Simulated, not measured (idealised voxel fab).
Proc. module: voxel wiring stack
Cross-section cut: width 215 nm, square cells of 5 nm.
In this document a cross-section is written as a grid of square cells. It is given as a series of bands, listed from the top down, and a band is one or more rows of cells.
Band: top and bottom heights (nm) first, top before bottom; then materials from left to right, widths in nm. "everywhere" marks a sole material filling the band edge to edge. "empty" denotes empty space.
Heights are expressed relative to 0, this being the level below which the as-received wafer comprises one material exclusively. The lowest band is unbounded in the downward direction and is denoted as in "0..down".
When a width is written as two numbers, as in "30..40", the first number is the width in the top row of cells of the band and the second is the width in its bottom row, and the width changes by the same amount from each row to the next.
"nothing changed" after a step means that no cell of the cross-section changed.
Any empty space of 8 cells or more lacking an open way to the top shows up in "Enclosed void entries" as width x height at distance, distance from the left edge, in nm.
Whatever follows a step's settings on its line is a remark the simulator itself makes about that step.
When a step includes a mask, the "overlay nm" setting on its line states how far to the right of its planned place that mask lay, and negative values state how far to the left.
-- The planned process steps are enumerated hereunder
step 1: RECEIVE, material Si
step 2: CONFORMAL_DEP, material SiO2, thk nm 15
step 3: DIRECTIONAL_DEP, material TiN, thk nm 5
step 4: DIRECTIONAL_DEP, material Ru, thk nm 20
step 5: DIRECTIONAL_DEP, material aC, thk nm 10
step 6: PATTERN, tone cover, mask id METAL_1, material resist, width nm 25, pitch nm 50, thk nm 30, overlay nm 0
step 7: DIRECTIONAL_ETCH, etch materials aC, depth nm 10
step 8: STRIP, etch materials resist
step 9: DIRECTIONAL_ETCH, etch materials Ru, depth nm 20
step 10: DIRECTIONAL_ETCH, etch materials TiN, depth nm 5
step 11: STRIP, etch materials aC
step 12: FILL_DEP, material SiO2, thk nm 10
step 13: CMP, height nm 40
step 14: CONFORMAL_DEP, material SiCN, thk nm 5
step 15: DIRECTIONAL_DEP, material SiO2, thk nm 20
step 16: MASKED_ETCH, tone open, mask id PLUG_1, width nm 15, pitch nm 50, etch materials SiO2, depth nm 20, overlay nm 0
step 17: MASKED_ETCH, tone open, mask id PLUG_1, width nm 15, pitch nm 50, etch materials SiCN, depth nm 5, overlay nm 0
step 18: EPI, material Ru, thk nm 10
step 19: EPI, material Ru, thk nm 10
step 20: EPI, material Ru, thk nm 5
step 21: DIRECTIONAL_DEP, material TiN, thk nm 5
step 22: DIRECTIONAL_DEP, material Ru, thk nm 15
step 23: DIRECTIONAL_DEP, material aC, thk nm 10
step 24: PATTERN, tone cover, mask id METAL_2, material resist, width nm 25, pitch nm 50, thk nm 30, overlay nm 0
step 25: DIRECTIONAL_ETCH, etch materials aC, depth nm 10
step 26: STRIP, etch materials resist
step 27: DIRECTIONAL_ETCH, etch materials Ru, depth nm 15
step 28: DIRECTIONAL_ETCH, etch materials TiN, depth nm 5
step 29: STRIP, etch materials aC
step 30: FILL_DEP, material SiO2, thk nm 5
step 31: CMP, height nm 75
step 32: CONFORMAL_DEP, material SiCN, thk nm 5
step 33: DIRECTIONAL_DEP, material lowk, thk nm 10
step 34: MASKED_ETCH, tone open, mask id PLUG_2, width nm 15, pitch nm 50, etch materials lowk, depth nm 10, overlay nm 0
step 35: MASKED_ETCH, tone open, mask id PLUG_2, width nm 15, pitch nm 50, etch materials SiCN, depth nm 5, overlay nm 0
step 36: CONFORMAL_DEP, material TiN, thk nm 5
step 37: FILL_DEP, material W, thk nm 5
step 38: CMP, height nm 100
step 39: CONFORMAL_DEP, material SiN, thk nm 5
step 40: DIRECTIONAL_DEP, material SiO2, thk nm 25
step 41: PATTERN, tone open, mask id METAL_3, material resist, width nm 25, pitch nm 50, thk nm 20, overlay nm 0
step 42: DIRECTIONAL_ETCH, etch materials SiO2, depth nm 25
step 43: DIRECTIONAL_ETCH, etch materials SiN, depth nm 5
step 44: STRIP, etch materials resist
step 45: CONFORMAL_DEP, material TiN, thk nm 5
step 46: FILL_DEP, material Cu, thk nm 5
step 47: CMP, height nm 130
step 48: CONFORMAL_DEP, material SiCN, thk nm 5
step 49: DIRECTIONAL_DEP, material SiO2, thk nm 20
step 50: MASKED_ETCH, tone open, mask id PLUG_3, width nm 15, etch materials SiO2, depth nm 20, overlay nm 0
step 51: MASKED_ETCH, tone open, mask id PLUG_3, width nm 15, etch materials SiCN, depth nm 5, overlay nm 0
step 52: EPI, material Ru, thk nm 10
step 53: EPI, material Ru, thk nm 10
step 54: EPI, material Ru, thk nm 5
step 55: CONFORMAL_DEP, material SiCN, thk nm 5
step 56: DIRECTIONAL_DEP, material lowk, thk nm 25
step 57: MASKED_ETCH, tone open, mask id METAL_4, width nm 25, pitch nm 50, etch materials lowk, depth nm 25, overlay nm 0
step 58: MASKED_ETCH, tone open, mask id METAL_4, width nm 25, pitch nm 50, etch materials SiCN, depth nm 5, overlay nm 0
step 59: CONFORMAL_DEP, material TiN, thk nm 5
step 60: FILL_DEP, material Cu, thk nm 10
step 61: CMP, height nm 185
step 62: CONFORMAL_DEP, material SiN, thk nm 5
Variable across wafers: step 31 height nm (plan value is that of the first wafer; starting state common to all).
-- Cross-section of the first of several received wafers, showing its state after step 1
    0..down: Si everywhere
    Enclosed void entries: none
-- Per wafer, end of module: cells gained (+) or lost (-) per material since receipt, then closed voids
height nm 75 | +60 Cu | +95 Ru | +147 SiCN | +76 SiN | +833 SiO2 | +135 TiN | +49 W | +239 lowk | Enclosed void entries: none
height nm 80 | +60 Cu | +105 Ru | +147 SiCN | +76 SiN | +866 SiO2 | +135 TiN | +6 W | +239 lowk | Enclosed void entries: none
height nm 85 | +60 Cu | +115 Ru | +147 SiCN | +76 SiN | +899 SiO2 | +94 TiN | +4 W | +239 lowk | Enclosed void entries: none
height nm 90 | +60 Cu | +115 Ru | +147 SiCN | +76 SiN | +942 SiO2 | +90 TiN | +2 W | +202 lowk | Enclosed void entries: none
